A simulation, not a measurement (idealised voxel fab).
Title: Process Module voxel self aligned vias
For reference, the cross-section in this document is cut, with width 275 nm and square cells of 5 nm.
How to read a cross-section here: the picture is a grid of square cells, written as bands going from the top down, and any band can span one or more rows of cells.
The band entry comprises the height of the band's top followed by the height of its bottom, expressed in nm, and subsequently the band's materials from left to right, each stated together with its width in nm. Where a single material is marked with the word "all across", that material fills the band from edge to edge. The word "blank" represents empty space.
Height 0 is the level under which the wafer as received is all one material. The lowest band goes on downwards, as in "z 0 and below".
Graded width ("30 to 40"): value in top row of band = first number; value in bottom row = second number; row-to-row change constant.
"changes: none" means the step left every cell of the cross-section as it was.
In the "Sealed-off cavities" entry, you get each enclosed empty space of 8 cells or more, one with no open way to the top, written width x height at distance, distance from the left edge, in nm.
It should be noted that, on the line of a given step, the content following the step's settings is a remark produced by the simulator itself with respect to that step.
Each step line may optionally specify "overlay nm", which for a step with a mask gives the rightward distance between the mask's planned place and where it lay, a negative value indicating the leftward direction.
THIS SECTION LISTS THE PROCESS STEPS THAT WERE PLANNED
1 RECEIVE,material Si
2 CONFORMAL_DEP,material SiO2,thk nm 15
3 CONFORMAL_DEP,material SiCN,thk nm 5
4 DIRECTIONAL_DEP,material lowk,thk nm 20
5 PATTERN,tone open,mask id LINES,material resist,width nm 25,pitch nm 60,thk nm 15,overlay nm 0
6 DIRECTIONAL_ETCH,etch materials lowk,depth nm 20
7 STRIP,etch materials resist
8 CONFORMAL_DEP,material TiN,thk nm 5
9 FILL_DEP,material Ru,thk nm 5
10 CMP,height nm 40
11 SELECTIVE_ETCH,etch materials W Ru TiN,depth nm 10
12 FILL_DEP,material SiN,thk nm 5
13 CMP,height nm 40
14 DIRECTIONAL_DEP,material lowk,thk nm 15
15 PATTERN,tone open,mask id VIAS,material resist,width nm 35,pitch nm 60,thk nm 15,overlay nm 0
16 DIRECTIONAL_ETCH,etch materials lowk,depth nm 15
17 DIRECTIONAL_ETCH,etch materials SiN,depth nm 10
18 STRIP,etch materials resist
19 CONFORMAL_DEP,material TiN,thk nm 5
20 FILL_DEP,material Cu,thk nm 10
21 CMP,height nm 55
22 CONFORMAL_DEP,material SiCN,thk nm 5
INCOMING WAFER IN CROSS-SECTION (STATE: AFTER STEP 1)
- z 0 and below: Si all across
- Sealed-off cavities: none
END-OF-MODULE CROSS-SECTION. STARTING STRUCTURE AND PROCESS PLAN AS ABOVE; ONE MISTAKE MADE IN RUNNING IT
- z 60 to 55: SiCN all across
- z 55 to 40: lowk 90 nm / TiN 5 nm / Cu 25 nm / TiN 5 nm / lowk 25 nm / TiN 5 nm / Cu 25 nm / TiN 5 nm / lowk 90 nm
- z 40 to 35: SiN 90 nm / TiN 10 nm / Cu 15 nm / TiN 10 nm / SiN 25 nm / TiN 10 nm / Cu 15 nm / TiN 10 nm / SiN 90 nm
- z 35 to 30: lowk 95 nm / TiN 25 nm / lowk 35 nm / TiN 25 nm / lowk 95 nm
- z 30 to 20: lowk 95 nm / TiN 5 nm / Ru 15 nm / TiN 5 nm / lowk 35 nm / TiN 5 nm / Ru 15 nm / TiN 5 nm / lowk 95 nm
- z 20 to 15: lowk 95 nm / TiN 25 nm / lowk 35 nm / TiN 25 nm / lowk 95 nm
- z 15 to 10: SiCN all across
- z 10 to 0: SiO2 all across
- z 0 and below: Si all across
- Sealed-off cavities: none
Deviation from plan: step 2 did not use the planned setting and instead ran as CONFORMAL_DEP,material SiO2,thk nm 10
